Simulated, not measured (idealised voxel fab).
You're looking at the process module voxel fin reveal.
Cross-section cut: width 190 nm, square cells of 5 nm.
Format of a cross-section: grid, square cells. Given as bands. Order: top down. Band: one or more rows of cells.
Band entry format. Leading values: height of top, height of bottom, nm. Remainder: materials in left-to-right order, each with its width in nm. Special words: "everywhere" on a single material, which then fills the band edge to edge; "blank", empty space.
Height is counted from the level 0, under which the received wafer is composed throughout of one material. The lowest of the bands is not closed at the bottom but continues downward, in the notation "from 0 down".
The two numbers in a width such as "30 to 40" mark its ends across the band: the first belongs to the top row of cells, the second to the bottom row, and from each row to the next the width moves by the same amount.
"remains unaltered" -> step changed no cross-section cell.
"Voids, enclosed" - sealed voids, min. 8 cells, no opening to top; format: width x height at distance (distance from left edge; nm throughout).
Whatever follows a step's settings on its line is a remark the simulator itself makes about that step.
overlay nm: mask offset rightward from planned place, masked step; negative means leftward offset.
The process steps that were planned are listed below:
step 1: RECEIVE,material Si
step 2: CONFORMAL_DEP,material SiN,thk nm 10
step 3: DIRECTIONAL_DEP,material aC,thk nm 10
step 4: PATTERN,tone cover,mask id FINS,material resist,width nm 15,pitch nm 40,thk nm 25,overlay nm 0
step 5: DIRECTIONAL_ETCH,etch materials aC,depth nm 10
step 6: STRIP,etch materials resist
step 7: DIRECTIONAL_ETCH,etch materials SiN,depth nm 10
step 8: DIRECTIONAL_ETCH,etch materials Si,depth nm 30
step 9: STRIP,etch materials aC
step 10: FILL_DEP,material SiO2,thk nm 10
step 11: CMP,height nm 10
step 12: SELECTIVE_ETCH,etch materials SiO2,depth nm 20
step 13: STRIP,etch materials SiN
step 14: CONFORMAL_DEP,material SiO2,thk nm 5
First wafer out of two, processed as planned:
As-received wafer cross-section (after step 1):
	from 0 down = Si everywhere
	Voids, enclosed: none
Step 2 complete: cross-section through the wafer:
	from 10 to 0 = SiN everywhere
	For the remainder of the cross-section, below 0, there is no change.
Step 3 complete: cross-section through the wafer:
	from 20 to 10 = aC everywhere
	For the remainder of the cross-section, below 10, there is no change.
Step 4 complete: cross-section through the wafer:
	from 45 to 20 = blank 65  resist 15  blank 25  resist 15  blank 70
	For the remainder of the cross-section, below 20, there is no change.
Step 5 complete: cross-section through the wafer:
	from 35 to 20 = blank 65  resist 15  blank 25  resist 15  blank 70
	from 20 to 10 = blank 65  aC 15  blank 25  aC 15  blank 70
	For the remainder of the cross-section, below 10, there is no change.
Step 6 complete: cross-section through the wafer:
	from 20 to 10 = blank 65  aC 15  blank 25  aC 15  blank 70
	For the remainder of the cross-section, below 10, there is no change.
Step 7 complete: cross-section through the wafer:
	from 20 to 10 = blank 65  aC 15  blank 25  aC 15  blank 70
	from 10 to 0 = blank 65  SiN 15  blank 25  SiN 15  blank 70
	For the remainder of the cross-section, below 0, there is no change.
Step 8 complete: cross-section through the wafer:
	from 20 to 10 = blank 65  aC 15  blank 25  aC 15  blank 70
	from 10 to 0 = blank 65  SiN 15  blank 25  SiN 15  blank 70
	from 0 to -30 = blank 65  Si 15  blank 25  Si 15  blank 70
	For the remainder of the cross-section, below -30, there is no change.
Step 9 complete: cross-section through the wafer:
	from 10 to 0 = blank 65  SiN 15  blank 25  SiN 15  blank 70
	For the remainder of the cross-section, below 0, there is no change.
Step 10 complete: cross-section through the wafer:
	from 20 to 10 = SiO2 everywhere
	from 10 to 0 = SiO2 65  SiN 15  SiO2 25  SiN 15  SiO2 70
	from 0 to -30 = SiO2 65  Si 15  SiO2 25  Si 15  SiO2 70
	For the remainder of the cross-section, below -30, there is no change.
Step 11 complete: cross-section through the wafer:
	from 10 to 0 = SiO2 65  SiN 15  SiO2 25  SiN 15  SiO2 70
	For the remainder of the cross-section, below 0, there is no change.
Step 12 complete: cross-section through the wafer:
	from 10 to 0 = blank 65  SiN 15  blank 25  SiN 15  blank 70
	from 0 to -10 = blank 65  Si 15  blank 25  Si 15  blank 70
	For the remainder of the cross-section, below -10, there is no change.
Step 13 complete: cross-section through the wafer:
	from 0 to -10 = blank 65  Si 15  blank 25  Si 15  blank 70
	For the remainder of the cross-section, below -10, there is no change.
Step 14 complete: cross-section through the wafer:
	from 5 to 0 = blank 60  SiO2 25  blank 15  SiO2 25  blank 65
	from 0 to -5 = blank 60  SiO2 5  Si 15  SiO2 5  blank 15  SiO2 5  Si 15  SiO2 5  blank 65
	from -5 to -30 = SiO2 65  Si 15  SiO2 25  Si 15  SiO2 70
	For the remainder of the cross-section, below -30, there is no change.
Second wafer: same start and same plan as the first, one execution error; identical to the first through step 7:
Second wafer, cross-section, planned end of step 8:
	from 20 to 10 = blank 65  aC 15  blank 25  aC 15  blank 70
	from 10 to 0 = blank 65  SiN 15  blank 25  SiN 15  blank 70
	from 0 to -25 = blank 65  Si 15  blank 25  Si 15  blank 70
	For the remainder of the cross-section, below -25, there is no change.
Second wafer, cross-section, planned end of step 9:
	from 10 to 0 = blank 65  SiN 15  blank 25  SiN 15  blank 70
	For the remainder of the cross-section, below 0, there is no change.
Second wafer, cross-section, planned end of step 10:
	from 20 to 10 = SiO2 everywhere
	from 10 to 0 = SiO2 65  SiN 15  SiO2 25  SiN 15  SiO2 70
	from 0 to -25 = SiO2 65  Si 15  SiO2 25  Si 15  SiO2 70
	For the remainder of the cross-section, below -25, there is no change.
Second wafer, cross-section, planned end of step 11:
	from 10 to 0 = SiO2 65  SiN 15  SiO2 25  SiN 15  SiO2 70
	For the remainder of the cross-section, below 0, there is no change.
Second wafer, cross-section, planned end of step 12:
	from 10 to 0 = blank 65  SiN 15  blank 25  SiN 15  blank 70
	from 0 to -10 = blank 65  Si 15  blank 25  Si 15  blank 70
	For the remainder of the cross-section, below -10, there is no change.
Second wafer, cross-section, planned end of step 13:
	from 0 to -10 = blank 65  Si 15  blank 25  Si 15  blank 70
	For the remainder of the cross-section, below -10, there is no change.
Second wafer, cross-section, planned end of step 14:
	from 5 to 0 = blank 60  SiO2 25  blank 15  SiO2 25  blank 65
	from 0 to -5 = blank 60  SiO2 5  Si 15  SiO2 5  blank 15  SiO2 5  Si 15  SiO2 5  blank 65
	from -5 to -25 = SiO2 65  Si 15  SiO2 25  Si 15  SiO2 70
	For the remainder of the cross-section, below -25, there is no change.
The plan and the run diverged here: step 8 was processed under conditions differing from the plan, specifically as DIRECTIONAL_ETCH,etch materials Si,depth nm 25
Final tally in cells, some materials are higher or lower on the second wafer than on the first: Si +32; SiO2 -32
